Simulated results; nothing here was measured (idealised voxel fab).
voxel self aligned contacts: a process module
It is cross-section cut that appears here, measuring 210 nm in width, its square cells being 5 nm in size.
Just so we're on the same page, the cross-sections are grids of square cells, and they're listed out in bands top to bottom, each band one or more rows deep. Within each band entry, the heights of the top and of the bottom of the band appear first, in that order and in nm; the materials of the band then follow from left to right, each with its corresponding width in nm. The designation "all across" on a single material indicates that it fills the band from edge to edge; the designation "air" indicates empty space. A quick word on heights: they are counted from 0, and under that level the wafer as it came to us is one material throughout. The lowest band is different from the rest in having no bottom; it simply continues downward, written as in "top 0, no bottom". A width such as "30->40" changes by the same amount from each row of cells to the next, from the band's top row to its bottom row. Key: "no change occurred" - step with no changed cell in the cross-section. What "Sealed internal voids" gives you is every empty space of 8 cells or more that is cut off from the top. Each appears as width x height at distance, with the distance taken from the left edge and width, height and distance all in nm. On each step's line, the part that comes after the settings is the simulator's own comment on the step. "overlay nm" denotes, for a step that has a mask, the displacement of the mask to the right of its planned place, with negative values corresponding to the left.
# Process steps - plan
- 1: op RECEIVE | material Si
- 2: op OXIDIZE | depth nm 5
- 3: op DIRECTIONAL_DEP | material polySi | thk nm 20
- 4: op DIRECTIONAL_DEP | material SiN | thk nm 15
- 5: op MASKED_ETCH | tone cover | mask id GATE | width nm 35 | pitch nm 65 | etch materials SiN | depth nm 15 | overlay nm 0
- 6: op MASKED_ETCH | tone cover | mask id GATE | width nm 35 | pitch nm 65 | etch materials polySi | depth nm 20 | overlay nm 0
- 7: op CONFORMAL_DEP | material SiN | thk nm 5
- 8: op DIRECTIONAL_ETCH | etch materials SiN | depth nm 5
- 9: op FILL_DEP | material SiO2 | thk nm 10
- 10: op CMP | height nm 40
- 11: op MASKED_ETCH | tone open | mask id CONTACT | width nm 50 | etch materials SiO2 | depth nm 45 | overlay nm 0
- 12: op CONFORMAL_DEP | material TiN | thk nm 5
- 13: op FILL_DEP | material W | thk nm 10
- 14: op CMP | height nm 40
- 15: op CONFORMAL_DEP | material SiN | thk nm 5
# Cross-section of the wafer upon arrival, representing the state reached after step 1
	top 0, no bottom: Si all across
	Sealed internal voids: none
# Sectioned view, first of two wafers, at the close of the module, processed as intended in the plan
	top 45, bottom 40: SiN all across
	top 40, bottom 35: SiO2: 80, then TiN: 20, then W: 10, then TiN: 20, then SiO2: 80
	top 35, bottom 20: SiO2: 50, then SiN: 45, then TiN: 5, then W: 10, then TiN: 5, then SiN: 45, then SiO2: 50
	top 20, bottom 0: SiO2: 50, then SiN: 5, then polySi: 35, then SiN: 5, then TiN: 5, then W: 10, then TiN: 5, then SiN: 5, then polySi: 35, then SiN: 5, then SiO2: 50
	top 0, bottom -5: SiO2: 95, then TiN: 20, then SiO2: 95
	top -5, no bottom: Si all across
	Sealed internal voids: none
# Wafer two, sectioned after the module: the first wafer's start, the first wafer's plan, and one mistake in how it was run
	top 60, bottom 55: SiN all across
	top 55, bottom 45: W all across
	top 45, bottom 40: TiN: 85, then W: 40, then TiN: 85
	top 40, bottom 35: SiO2: 80, then TiN: 20, then W: 10, then TiN: 20, then SiO2: 80
	top 35, bottom 20: SiO2: 50, then SiN: 45, then TiN: 5, then W: 10, then TiN: 5, then SiN: 45, then SiO2: 50
	top 20, bottom 0: SiO2: 50, then SiN: 5, then polySi: 35, then SiN: 5, then TiN: 5, then W: 10, then TiN: 5, then SiN: 5, then polySi: 35, then SiN: 5, then SiO2: 50
	top 0, bottom -5: SiO2: 95, then TiN: 20, then SiO2: 95
	top -5, no bottom: Si all across
	Sealed internal voids: none
The plan and the run diverged here: step 14 was dropped from the plan's execution and never run
Final cells, second wafer relative to first, materials higher or lower: 34 more of TiN | 92 more of W
